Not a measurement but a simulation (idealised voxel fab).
The following is a process module called voxel wiring stack.
The width of the displayed cross-section, cut, is 190 nm; its cells are square, with a size of 5 nm.
Cross-section, as written here: a square-cell grid given band by band from the top down, where a band holds one or more rows of cells.
Band: top height; bottom height; in nm. Then, left to right: material with width in nm, for each material. "all across": a single material spanning edge to edge. "blank": empty space.
The level at which height equals 0 is the one under which the wafer, as it arrives, is entirely one material. No lower edge exists for the bottom band, which continues downward and is notated as in "z 0 and below".
The two numbers in a width such as "30..40" mark its ends across the band: the first belongs to the top row of cells, the second to the bottom row, and from each row to the next the width moves by the same amount.
What does "no change" mean for a step? It means no cell of the cross-section changed in that step.
For the entry "Closed-off voids", the listed items are empty spaces with no open way to the top whose size is 8 cells or more; each item follows the pattern width x height at distance, where distance is from the left edge and all three are in nm.
On a step's line, text after the settings is the simulator commenting on that step.
The line of a step may include "overlay nm". On a step with a mask, this value is how far to the right of its planned place the mask lay. A negative value means the mask lay to the left.

[Planned step list for the process]
1,RECEIVE with material Si
2,CONFORMAL_DEP with material SiO2, thk nm 10
3,CONFORMAL_DEP with material SiCN, thk nm 5
4,DIRECTIONAL_DEP with material lowk, thk nm 20
5,DIRECTIONAL_DEP with material aC, thk nm 15
6,PATTERN with tone open, mask id METAL_1, material resist, width nm 25, pitch nm 55, thk nm 35, overlay nm 0
7,DIRECTIONAL_ETCH with etch materials aC, depth nm 15
8,STRIP with etch materials resist
9,DIRECTIONAL_ETCH with etch materials lowk, depth nm 20
10,DIRECTIONAL_ETCH with etch materials SiCN, depth nm 5
11,STRIP with etch materials aC
12,CONFORMAL_DEP with material TiN, thk nm 5
13,FILL_DEP with material Cu, thk nm 5
14,CMP with height nm 35
15,CONFORMAL_DEP with material SiCN, thk nm 5
16,DIRECTIONAL_DEP with material lowk, thk nm 10
17,DIRECTIONAL_DEP with material aC, thk nm 10
18,PATTERN with tone open, mask id PLUG_1, material resist, width nm 15, thk nm 30, overlay nm 0
19,DIRECTIONAL_ETCH with etch materials aC, depth nm 10
20,STRIP with etch materials resist
21,DIRECTIONAL_ETCH with etch materials lowk, depth nm 10
22,DIRECTIONAL_ETCH with etch materials SiCN, depth nm 5
23,STRIP with etch materials aC
24,EPI with material Ru, thk nm 10
25,EPI with material Ru, thk nm 5
26,DIRECTIONAL_DEP with material TiN, thk nm 5
27,DIRECTIONAL_DEP with material Ru, thk nm 15
28,DIRECTIONAL_DEP with material aC, thk nm 10
29,PATTERN with tone cover, mask id METAL_2, material resist, width nm 25, pitch nm 55, thk nm 30, overlay nm 0
30,DIRECTIONAL_ETCH with etch materials aC, depth nm 10
31,STRIP with etch materials resist
32,DIRECTIONAL_ETCH with etch materials Ru, depth nm 15
33,DIRECTIONAL_ETCH with etch materials TiN, depth nm 5
34,STRIP with etch materials aC
35,CONFORMAL_DEP with material SiN, thk nm 5
36,FILL_DEP with material SiO2, thk nm 10
37,CMP with height nm 70
38,CONFORMAL_DEP with material SiCN, thk nm 5
39,DIRECTIONAL_DEP with material lowk, thk nm 30
40,DIRECTIONAL_DEP with material aC, thk nm 15
41,PATTERN with tone open, mask id METAL_3, material resist, width nm 25, pitch nm 55, thk nm 35, overlay nm 0
42,DIRECTIONAL_ETCH with etch materials aC, depth nm 15
43,STRIP with etch materials resist
44,DIRECTIONAL_ETCH with etch materials lowk, depth nm 20
45,STRIP with etch materials aC
46,PATTERN with tone open, mask id METAL_3_HOLES, material resist, width nm 15, pitch nm 55, thk nm 15, overlay nm 0
47,DIRECTIONAL_ETCH with etch materials lowk, depth nm 10
48,DIRECTIONAL_ETCH with etch materials SiCN, depth nm 5
49,STRIP with etch materials resist
50,CONFORMAL_DEP with material TiN, thk nm 5
51,FILL_DEP with material Ru, thk nm 5
52,CMP with height nm 105
53,CONFORMAL_DEP with material SiCN, thk nm 5
54,DIRECTIONAL_DEP with material lowk, thk nm 25
55,MASKED_ETCH with tone open, mask id METAL_4_HOLES, width nm 15, pitch nm 55, etch materials lowk, depth nm 25, overlay nm 0
56,DIRECTIONAL_DEP with material aC, thk nm 10
57,PATTERN with tone open, mask id METAL_4, material resist, width nm 25, pitch nm 55, thk nm 30, overlay nm 0
58,DIRECTIONAL_ETCH with etch materials aC, depth nm 10
59,STRIP with etch materials resist
60,DIRECTIONAL_ETCH with etch materials lowk, depth nm 15
61,DIRECTIONAL_ETCH with etch materials SiCN, depth nm 5
62,STRIP with etch materials aC
63,CONFORMAL_DEP with material TiN, thk nm 5
64,FILL_DEP with material Cu, thk nm 10
65,CMP with height nm 135
66,CONFORMAL_DEP with material SiCN, thk nm 5

[As-received state of the wafer in cross-section, equivalent to post-step 1]
- z 0 and below | Si all across
- Closed-off voids: none

[Cross-section at module end, one run error; start and plan unchanged from above]
- z 140 to 135 | SiCN all across
- z 135 to 125 | 55 of lowk, then 5 of TiN, then 15 of Cu, then 5 of TiN, then 30 of lowk, then 5 of TiN, then 15 of Cu, then 5 of TiN, then 55 of lowk
- z 125 to 120 | 55 of lowk, then 5 of TiN, then 5 of Cu, then 15 of TiN, then 30 of lowk, then 5 of TiN, then 5 of Cu, then 15 of TiN, then 55 of lowk
- z 120 to 110 | 55 of lowk, then 5 of TiN, then 5 of Cu, then 5 of TiN, then 40 of lowk, then 5 of TiN, then 5 of Cu, then 5 of TiN, then 65 of lowk
- z 110 to 105 | 55 of SiCN, then 15 of TiN, then 40 of SiCN, then 15 of TiN, then 65 of SiCN
- z 105 to 95 | 65..50 of Ru, then 5..20 of TiN, then 10 of lowk, then 5 of TiN, then 35..20 of Ru, then 5..20 of TiN, then 10 of lowk, then 5 of TiN, then 50 of Ru
- z 95 to 90 | 50 of Ru, then 5 of TiN, then 25 of lowk, then 5 of TiN, then 20 of Ru, then 5 of TiN, then 25 of lowk, then 5 of TiN, then 50 of Ru
- z 90 to 85 | 55 of TiN, then 25 of lowk, then 30 of TiN, then 25 of lowk, then 55 of TiN
- z 85 to 75 | lowk all across
- z 75 to 70 | SiCN all across
- z 70 to 55 | 50 of SiO2, then 5 of SiN, then 25 of Ru, then 5 of SiN, then 20 of SiO2, then 5 of SiN, then 25 of Ru, then 5 of SiN, then 50 of SiO2
- z 55 to 50 | 55 of SiN, then 25 of TiN, then 30 of SiN, then 25 of TiN, then 55 of SiN
- z 50 to 40 | 55 of lowk, then 15 of Ru, then 120 of lowk
- z 40 to 35 | 55 of SiCN, then 15 of Ru, then 120 of SiCN
- z 35 to 15 | 55 of lowk, then 5 of TiN, then 15 of Cu, then 5 of TiN, then 30 of lowk, then 5 of TiN, then 15 of Cu, then 5 of TiN, then 55 of lowk
- z 15 to 10 | 55 of SiCN, then 25 of TiN, then 30 of SiCN, then 25 of TiN, then 55 of SiCN
- z 10 to 0 | SiO2 all across
- z 0 and below | Si all across
- Closed-off voids: none
What went wrong in running the wafer? step 41 went in with a setting other than planned; the actual run was PATTERN with tone cover, mask id METAL_3, material resist, width nm 25, pitch nm 55, thk nm 35, overlay nm 0
